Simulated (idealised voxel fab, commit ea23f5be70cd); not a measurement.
voxel double patterning: a process module
FYI the section here is cut, 225 nm wide, cells are 5 nm squares.
Square cells in a grid make up a cross-section in this document, and the grid is given as bands, listed from the top down, each one or more rows of cells.
Per band: top height and bottom height in nm, followed by the left-to-right materials and their widths in nm; "all across" marks a single material spanning edge to edge, "blank" marks empty space.
The reference from which all heights are counted is 0, the level beneath which the as-received wafer is entirely one material; the lowest band, having no lower bound, proceeds downward and is written after the example "0 down".
So if you see something like "30..40" for the width, read it as the top row of the band sitting at the first number and the bottom row at the second, with every row in between moving by the same amount as the last.
Basically "no modifications" means that step didn't change any cell in the cross-section.
In "Sealed void listing" the enclosed voids are listed, meaning empty spaces of 8 cells or larger without any opening to the top. The form is width x height at distance, distance from the left edge, units nm.
On each step's line, the part that comes after the settings is the simulator's own comment on the step.
overlay nm: right-of-plan distance of the mask on a masked step; negative values mean left-of-plan.

Process steps - plan:
| 1 | RECEIVE [material Si] |
| 2 | CONFORMAL_DEP [material SiN] [thk nm 5] |
| 3 | DIRECTIONAL_DEP [material SiO2] [thk nm 15] |
| 4 | DIRECTIONAL_DEP [material SiCN] [thk nm 10] |
| 5 | PATTERN [tone open] [mask id FIRST] [material resist] [width nm 15] [pitch nm 50] [thk nm 15] [overlay nm 0] |
| 6 | DIRECTIONAL_ETCH [etch materials SiCN] [depth nm 10] |
| 7 | STRIP [etch materials resist] |
| 8 | MASKED_ETCH [tone open] [mask id SECOND] [width nm 15] [pitch nm 50] [etch materials SiCN] [depth nm 10] [overlay nm 0] |
| 9 | DIRECTIONAL_ETCH [etch materials SiO2] [depth nm 15] |
| 10 | STRIP [etch materials SiCN] |
The width nm used in step 8 is not the same on every wafer, whereas the starting condition is; the value printed in the plan is the first wafer's.

Incoming state of the first of several wafers in cross-section: after step 1:
* 0 down: Si all across
* Sealed void listing: none

Depicted here is the first of several wafers in cross-section, at module completion following the last step, step 10:
* 20 to 5: 55 of SiO2  15 of blank  10 of SiO2  15 of blank  10 of SiO2  15 of blank  10 of SiO2  15 of blank  10 of SiO2  15 of blank  55 of SiO2
* 5 to 0: SiN all across
* 0 down: Si all across
* Sealed void listing: none

Last wafer of the set, cross-sectioned at end of module:
* 20 to 5: 55 of SiO2  15 of blank  5 of SiO2  45 of blank  5 of SiO2  45 of blank  55 of SiO2
* 5 to 0: SiN all across
* 0 down: Si all across
* Sealed void listing: none

each wafer at the end: cells of each material gained (+) or lost (-) since it was received, then its closed voids:
width nm 15, +45 SiN, +90 SiO2, Sealed void listing: none
width nm 20, +45 SiN, +84 SiO2, Sealed void listing: none
width nm 25, +45 SiN, +78 SiO2, Sealed void listing: none
width nm 30, +45 SiN, +72 SiO2, Sealed void listing: none
